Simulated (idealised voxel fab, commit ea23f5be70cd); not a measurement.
process module | voxel released beams
cross-section cut | 220 nm wide | cells 5 nm
A cross-section is a grid of square cells, given in bands from the top down. A band is one or more rows of cells.
Each band's line starts with the height of the band's top and of its bottom, in nm. Then come its materials from left to right, each with its width in nm. One material with "throughout" fills the band from edge to edge. "air" is empty space.
Height 0 is the level under which the wafer as received is all one material. The lowest band goes on downwards, as in "0 down".
A width such as "30 to 40" changes by the same amount from each row of cells to the next, from the band's top row to its bottom row.
"no change" after a step means that no cell of the cross-section changed.
closed voids: empty space of 8 cells or more with no open way to the top, each as width x height at its distance from the left edge, in nm
after a step's settings: what the simulator itself notes on the step
overlay nm, on a step with a mask: how far to the right of its planned place the mask lay; to the left if negative
plan
1 op RECEIVE | material Si
2 op CONFORMAL_DEP | material SiN | thk nm 5
3 op DIRECTIONAL_DEP | material SiO2 | thk nm 10
4 op MASKED_ETCH | tone open | mask id ANCHOR | width nm 35 | etch materials SiO2 | depth nm 10 | overlay nm 0
5 op CONFORMAL_DEP | material W | thk nm 10
6 op MASKED_ETCH | tone cover | mask id BEAM | width nm 120 | etch materials W | depth nm 10 | overlay nm 0
7 op STRIP | etch materials SiO2
as received, after step 1
  0 down: Si throughout
  closed voids: none
a wafer at the end: this start, this plan, one mistake
  20 to 10: air 45 to 50 | W 10 to 5 | air 25 | W 85 to 5 | air 55 to 135
  10 to 5: air 50 | W 35 | air 135
  5 to 0: SiN throughout
  0 down: Si throughout
  closed voids: none
what went wrong: step 5 ran as: op CONFORMAL_DEP | material W | thk nm 5
